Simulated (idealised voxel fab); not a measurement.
This section sets out a process module, namely voxel self aligned vias.
Each square cell in cross-section cut measures 5 nm, and the section as a whole is 280 nm wide.
If you're reading a cross-section in this doc, picture square cells in a grid; it comes to you as bands, top ones listed first down to the bottom, and a band can be one or more rows of cells.
Band: top height; bottom height; in nm. Then, left to right: material with width in nm, for each material. "full width": a single material spanning edge to edge. "air": empty space.
Where do heights start? At 0: under that level the wafer as delivered is made of one material only. And the lowest band has no floor; it just carries on downward, as in "0..down".
A width given as "30->40" starts at the first number in the band's top row and ends at the second number in its bottom row, shifting by an equal amount at every step from row to row.
"same as before", as given for a step, is the statement that not any cell of the cross-section underwent a change during that step.
The label "Sealed internal voids" introduces a list of the empty spaces, 8 cells or larger, that have no open way up to the top; each entry in it reads width x height at distance, where the distance is taken from the left edge and all three are stated in nm.
If you see something after the settings on a step's line, that's the simulator's own remark about that step.
"overlay nm" on a masked step: distance the mask lay right of its planned place, negative for left.
[These are the steps we planned for the process]
1: RECEIVE [material Si]
2: CONFORMAL_DEP [material SiO2] [thk nm 10]
3: CONFORMAL_DEP [material SiCN] [thk nm 5]
4: DIRECTIONAL_DEP [material SiO2] [thk nm 30]
5: MASKED_ETCH [tone open] [mask id LINES] [width nm 30] [pitch nm 70] [etch materials SiO2] [depth nm 30] [overlay nm 0]
6: CONFORMAL_DEP [material TiN] [thk nm 5]
7: FILL_DEP [material Ru] [thk nm 10]
8: CMP [height nm 45]
9: SELECTIVE_ETCH [etch materials W Ru TiN] [depth nm 5]
10: FILL_DEP [material SiN] [thk nm 5]
11: CMP [height nm 45]
12: DIRECTIONAL_DEP [material SiO2] [thk nm 20]
13: MASKED_ETCH [tone open] [mask id VIAS] [width nm 50] [etch materials SiO2] [depth nm 20] [overlay nm 0]
14: MASKED_ETCH [tone open] [mask id VIAS] [width nm 50] [etch materials SiN] [depth nm 5] [overlay nm 0]
15: CONFORMAL_DEP [material TiN] [thk nm 5]
16: FILL_DEP [material W] [thk nm 10]
17: CMP [height nm 65]
18: CONFORMAL_DEP [material SiCN] [thk nm 5]
[First wafer of two (run as planned)]
[So this is the incoming wafer in cross-section - it's already been through step 1]
	0..down: Si full width
	Sealed internal voids: none
[Cross-section: wafer state after step 2]
	10..0: SiO2 full width
	Everything under 0 stays put, no change at all.
[Cross-section: wafer state after step 3]
	15..10: SiCN full width
	Everything under 10 stays put, no change at all.
[Cross-section: wafer state after step 4]
	45..15: SiO2 full width
	Everything under 15 stays put, no change at all.
[Cross-section: wafer state after step 5]
	45..15: 90 of SiO2 / 30 of air / 40 of SiO2 / 30 of air / 90 of SiO2
	Everything under 15 stays put, no change at all.
[Cross-section: wafer state after step 6]
	50..45: 95 of TiN / 20 of air / 50 of TiN / 20 of air / 95 of TiN
	45..20: 90 of SiO2 / 5 of TiN / 20 of air / 5 of TiN / 40 of SiO2 / 5 of TiN / 20 of air / 5 of TiN / 90 of SiO2
	20..15: 90 of SiO2 / 30 of TiN / 40 of SiO2 / 30 of TiN / 90 of SiO2
	Everything under 15 stays put, no change at all.
[Cross-section: wafer state after step 7]
	60..50: Ru full width
	50..45: 95 of TiN / 20 of Ru / 50 of TiN / 20 of Ru / 95 of TiN
	45..20: 90 of SiO2 / 5 of TiN / 20 of Ru / 5 of TiN / 40 of SiO2 / 5 of TiN / 20 of Ru / 5 of TiN / 90 of SiO2
	Everything under 20 stays put, no change at all.
[Cross-section: wafer state after step 8]
	45..20: 90 of SiO2 / 5 of TiN / 20 of Ru / 5 of TiN / 40 of SiO2 / 5 of TiN / 20 of Ru / 5 of TiN / 90 of SiO2
	Everything under 20 stays put, no change at all.
[Cross-section: wafer state after step 9]
	45..40: 90 of SiO2 / 30 of air / 40 of SiO2 / 30 of air / 90 of SiO2
	Everything under 40 stays put, no change at all.
[Cross-section: wafer state after step 10]
	50..45: SiN full width
	45..40: 90 of SiO2 / 30 of SiN / 40 of SiO2 / 30 of SiN / 90 of SiO2
	Everything under 40 stays put, no change at all.
[Cross-section: wafer state after step 11]
	45..40: 90 of SiO2 / 30 of SiN / 40 of SiO2 / 30 of SiN / 90 of SiO2
	Everything under 40 stays put, no change at all.
[Cross-section: wafer state after step 12]
	65..45: SiO2 full width
	Everything under 45 stays put, no change at all.
[Cross-section: wafer state after step 13]
	65..45: 80 of SiO2 / 50 of air / 150 of SiO2
	Everything under 45 stays put, no change at all.
[Cross-section: wafer state after step 14]
	65..45: 80 of SiO2 / 50 of air / 150 of SiO2
	45..40: 90 of SiO2 / 30 of air / 40 of SiO2 / 30 of SiN / 90 of SiO2
	Everything under 40 stays put, no change at all.
[Cross-section: wafer state after step 15]
	70..65: 85 of TiN / 40 of air / 155 of TiN
	65..50: 80 of SiO2 / 5 of TiN / 40 of air / 5 of TiN / 150 of SiO2
	50..45: 80 of SiO2 / 15 of TiN / 20 of air / 15 of TiN / 150 of SiO2
	45..40: 90 of SiO2 / 30 of TiN / 40 of SiO2 / 30 of SiN / 90 of SiO2
	Everything under 40 stays put, no change at all.
[Cross-section: wafer state after step 16]
	80..70: W full width
	70..65: 85 of TiN / 40 of W / 155 of TiN
	65..50: 80 of SiO2 / 5 of TiN / 40 of W / 5 of TiN / 150 of SiO2
	50..45: 80 of SiO2 / 15 of TiN / 20 of W / 15 of TiN / 150 of SiO2
	Everything under 45 stays put, no change at all.
[Cross-section: wafer state after step 17]
	65..50: 80 of SiO2 / 5 of TiN / 40 of W / 5 of TiN / 150 of SiO2
	Everything under 50 stays put, no change at all.
[Cross-section: wafer state after step 18]
	70..65: SiCN full width
	Everything under 65 stays put, no change at all.
[Second Wafer (Identical Start and Plan, One Processing Error; Matches First Wafer Through Step 12)]
[Cross-sectional view of the second wafer at the intended end time of process step 13]
	65..45: 80 of air / 50 of SiO2 / 150 of air
	Everything under 45 stays put, no change at all.
Cross-sectional view of the second wafer at the intended end time of process step 14: same as before
[Cross-sectional view of the second wafer at the intended end time of process step 15]
	70..65: 75 of air / 60 of TiN / 145 of air
	65..50: 75 of air / 5 of TiN / 50 of SiO2 / 5 of TiN / 145 of air
	50..45: 80 of TiN / 50 of SiO2 / 150 of TiN
	Everything under 45 stays put, no change at all.
[Cross-sectional view of the second wafer at the intended end time of process step 16]
	80..70: W full width
	70..65: 75 of W / 60 of TiN / 145 of W
	65..50: 75 of W / 5 of TiN / 50 of SiO2 / 5 of TiN / 145 of W
	Everything under 50 stays put, no change at all.
[Cross-sectional view of the second wafer at the intended end time of process step 17]
	65..50: 75 of W / 5 of TiN / 50 of SiO2 / 5 of TiN / 145 of W
	Everything under 50 stays put, no change at all.
[Cross-sectional view of the second wafer at the intended end time of process step 18]
	70..65: SiCN full width
	Everything under 65 stays put, no change at all.
Deviation from plan: the process deviated at step 13: the operation and settings actually run there were MASKED_ETCH [tone cover] [mask id VIAS] [width nm 50] [etch materials SiO2] [depth nm 20] [overlay nm 0]
Once processing is complete, comparing cell counts shows that the second wafer has more or fewer of certain materials than the first: +6 SiN | -144 SiO2 | +34 TiN | +104 W
